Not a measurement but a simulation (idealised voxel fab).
The following is a process module called voxel wiring stack.
cross-section cut | 225 nm wide | cells 5 nm
Square cells in a grid make up a cross-section in this document, and the grid is given as bands, listed from the top down, each one or more rows of cells. Per band: top height and bottom height in nm, followed by the left-to-right materials and their widths in nm; "everywhere" marks a single material spanning edge to edge, "empty" marks empty space. Height datum 0, below which the as-received substrate wafer is one material. Lowest band open at the bottom, running downward: "0 nm and below". The notation "30->40" denotes a width that varies across the rows of cells in the band, beginning at the first number in the top row, finishing at the second number in the bottom row, and changing by an identical amount from each row to the next. The designation "left unchanged", where it is given for a processing step, indicates that no cell of the cross-section was altered in the course of that step. Heads up: "Enclosed void inventory" only lists the empty pockets with no open path to the top that are 8 cells or more, and it writes them as width x height at distance, distance from the left edge, in nm. Post-settings text on a step line: simulator's own remark regarding the step. overlay nm: step with mask; distance mask lay right of planned place; negative value = left of planned place.
Listed below are the process steps as planned:
1. RECEIVE with material Si
2. CONFORMAL_DEP with material SiO2, thk nm 10
3. DIRECTIONAL_DEP with material TiN, thk nm 5
4. DIRECTIONAL_DEP with material Ru, thk nm 20
5. DIRECTIONAL_DEP with material aC, thk nm 10
6. PATTERN with tone cover, mask id METAL_1, material resist, width nm 30, pitch nm 50, thk nm 30, overlay nm 0
7. DIRECTIONAL_ETCH with etch materials aC, depth nm 10
8. STRIP with etch materials resist
9. DIRECTIONAL_ETCH with etch materials Ru, depth nm 20
10. DIRECTIONAL_ETCH with etch materials TiN, depth nm 5
11. STRIP with etch materials aC
12. CONFORMAL_DEP with material SiCN, thk nm 5
13. FILL_DEP with material lowk, thk nm 5
14. CMP with height nm 35
15. CONFORMAL_DEP with material SiCN, thk nm 5
16. DIRECTIONAL_DEP with material lowk, thk nm 15
17. MASKED_ETCH with tone open, mask id PLUG_1, width nm 15, pitch nm 50, etch materials lowk, depth nm 15, overlay nm 0
18. MASKED_ETCH with tone open, mask id PLUG_1, width nm 15, pitch nm 50, etch materials SiCN, depth nm 5, overlay nm 0
19. CONFORMAL_DEP with material TiN, thk nm 5
20. FILL_DEP with material Cu, thk nm 10
21. CMP with height nm 55
22. DIRECTIONAL_DEP with material TiN, thk nm 5
23. DIRECTIONAL_DEP with material W, thk nm 20
24. PATTERN with tone cover, mask id METAL_2, material resist, width nm 30, pitch nm 50, thk nm 15, overlay nm 0
25. DIRECTIONAL_ETCH with etch materials W, depth nm 20
26. DIRECTIONAL_ETCH with etch materials TiN, depth nm 5
27. STRIP with etch materials resist
28. FILL_DEP with material lowk, thk nm 5
29. CMP with height nm 80
30. CONFORMAL_DEP with material SiCN, thk nm 5
31. DIRECTIONAL_DEP with material SiO2, thk nm 10
32. PATTERN with tone open, mask id PLUG_2, material resist, width nm 15, pitch nm 100, thk nm 20, overlay nm 0
33. DIRECTIONAL_ETCH with etch materials SiO2, depth nm 10
34. DIRECTIONAL_ETCH with etch materials SiCN, depth nm 5
35. STRIP with etch materials resist
36. EPI with material Ru, thk nm 10
37. EPI with material Ru, thk nm 5
38. DIRECTIONAL_DEP with material TiN, thk nm 5
39. DIRECTIONAL_DEP with material Ru, thk nm 25
40. PATTERN with tone cover, mask id METAL_3, material resist, width nm 30, pitch nm 50, thk nm 20, overlay nm 0
41. DIRECTIONAL_ETCH with etch materials Ru, depth nm 25
42. DIRECTIONAL_ETCH with etch materials TiN, depth nm 5
43. STRIP with etch materials resist
44. FILL_DEP with material lowk, thk nm 10
45. CMP with height nm 125
46. CONFORMAL_DEP with material SiN, thk nm 5
Delivered wafer in cross-section: state after step 1:
	0 nm and below = Si everywhere
	Enclosed void inventory: none
What the wafer looks like in cross-section after this module, when it starts as shown above and follows the plan above but one mistake is made in running it:
	130 nm to 125 nm = SiN everywhere
	125 nm to 110 nm = lowk (35) / Ru (15) / lowk (20) / Ru (30) / lowk (35) / Ru (15) / lowk (20) / Ru (30) / lowk (25)
	110 nm to 100 nm = lowk (20) / Ru (30) / lowk (20) / Ru (30) / lowk (20) / Ru (30) / lowk (20) / Ru (30) / lowk (25)
	100 nm to 95 nm = lowk (20) / Ru (15) / TiN (15) / lowk (20) / TiN (30) / lowk (20) / Ru (15) / TiN (15) / lowk (20) / TiN (30) / lowk (25)
	95 nm to 85 nm = SiO2 (20) / Ru (15) / SiO2 (85) / Ru (15) / SiO2 (90)
	85 nm to 80 nm = SiCN (20) / TiN (15) / SiCN (85) / TiN (15) / SiCN (90)
	80 nm to 60 nm = SiN everywhere
	60 nm to 55 nm = TiN everywhere
	55 nm to 40 nm = lowk (20) / TiN (5) / Cu (5) / TiN (5) / lowk (35) / TiN (5) / Cu (5) / TiN (5) / lowk (35) / TiN (5) / Cu (5) / TiN (5) / lowk (35) / TiN (5) / Cu (5) / TiN (5) / lowk (40)
	40 nm to 35 nm = SiCN (20) / TiN (15) / SiCN (35) / TiN (15) / SiCN (35) / TiN (15) / SiCN (35) / TiN (15) / SiCN (40)
	35 nm to 15 nm = lowk (15) / SiCN (5) / Ru (30) / SiCN (5) / lowk (10) / SiCN (5) / Ru (30) / SiCN (5) / lowk (10) / SiCN (5) / Ru (30) / SiCN (5) / lowk (10) / SiCN (5) / Ru (30) / SiCN (5) / lowk (20)
	15 nm to 10 nm = SiCN (20) / TiN (30) / SiCN (20) / TiN (30) / SiCN (20) / TiN (30) / SiCN (20) / TiN (30) / SiCN (25)
	10 nm to 0 nm = SiO2 everywhere
	0 nm and below = Si everywhere
	Enclosed void inventory: none
Against the plan, the run slipped here: step 23, actual vs plan mismatch, actual run DIRECTIONAL_DEP with material SiN, thk nm 20
